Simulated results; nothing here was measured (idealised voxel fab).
This is a process module. Its name is voxel ribs on slabs.
cross-section cut | 140 nm wide | cells 5 nm
Cross-sections here: square-cell grids, written as top-down lists of bands, a band being one or more rows of cells.
Band entry format. Leading values: height of top, height of bottom, nm. Remainder: materials in left-to-right order, each with its width in nm. Special words: "full width" on a single material, which then fills the band edge to edge; "air", empty space.
Height datum 0, below which the as-received substrate wafer is one material. Lowest band open at the bottom, running downward: "0..down".
Top row gets the first number, bottom row gets the second, and each row in between changes by the same step: that is how a band width like "30 to 40" works.
A step reported as "nothing got changed" is a step in which no cell of the cross-section changed.
"Enclosed cavity list": empty spaces of 8 cells or more with no open way to the top, each given as width x height at distance, distance from the left edge, all in nm.
It should be noted that, on the line of a given step, the content following the step's settings is a remark produced by the simulator itself with respect to that step.
The "overlay nm" setting may appear on a step's line; for a step that uses a mask, it gives how far to the right of its planned position the mask lay, and a negative value indicates the left.
# Planned step list for the process
| 1 | RECEIVE (material Si) |
| 2 | DIRECTIONAL_DEP (material SiO2; thk nm 30) |
| 3 | DIRECTIONAL_DEP (material SiN; thk nm 15) |
| 4 | DIRECTIONAL_DEP (material aC; thk nm 10) |
| 5 | PATTERN (tone cover; mask id RIB; material resist; width nm 30; thk nm 30; overlay nm 0) |
| 6 | DIRECTIONAL_ETCH (etch materials aC; depth nm 10) |
| 7 | STRIP (etch materials resist) |
| 8 | DIRECTIONAL_ETCH (etch materials SiN; depth nm 5) |
| 9 | STRIP (etch materials aC) |
| 10 | MASKED_ETCH (tone cover; mask id SLAB; width nm 90; etch materials SiN; depth nm 10; overlay nm 0) |
| 11 | FILL_DEP (material SiO2; thk nm 30) |
| 12 | CMP (height nm 65) |
| 13 | DIRECTIONAL_DEP (material W; thk nm 10) |
| 14 | DIRECTIONAL_DEP (material aC; thk nm 10) |
| 15 | PATTERN (tone cover; mask id HEATER; material resist; width nm 40; thk nm 30; overlay nm 0) |
| 16 | DIRECTIONAL_ETCH (etch materials aC; depth nm 10) |
| 17 | STRIP (etch materials resist) |
| 18 | DIRECTIONAL_ETCH (etch materials W; depth nm 10) |
| 19 | STRIP (etch materials aC) |
| 20 | CONFORMAL_DEP (material SiN; thk nm 10) |
# Cross-section of the incoming wafer, state after step 1
> 0..down  Si full width
> Enclosed cavity list: none
# End-of-module XS, first of two wafers, run as planned
> 85..75  air (40); SiN (60); air (40)
> 75..65  SiN (50); W (40); SiN (50)
> 65..45  SiO2 full width
> 45..40  SiO2 (55); SiN (30); SiO2 (55)
> 40..30  SiO2 (25); SiN (90); SiO2 (25)
> 30..0  SiO2 full width
> 0..down  Si full width
> Enclosed cavity list: none
# Module end: cross-section of wafer two of two. Same start and process plan as the first wafer. One mistake during execution
> 85..75  SiN full width
> 75..45  SiO2 full width
> 45..40  SiO2 (55); SiN (30); SiO2 (55)
> 40..30  SiO2 (25); SiN (90); SiO2 (25)
> 30..0  SiO2 full width
> 0..down  Si full width
> Enclosed cavity list: none
Plan not followed: planned and actual differ for step 13; actual: DIRECTIONAL_DEP (material SiO2; thk nm 10)
End check, counted in cells, second wafer has more or fewer of these materials than the first: -8 SiN, +56 SiO2, -16 W
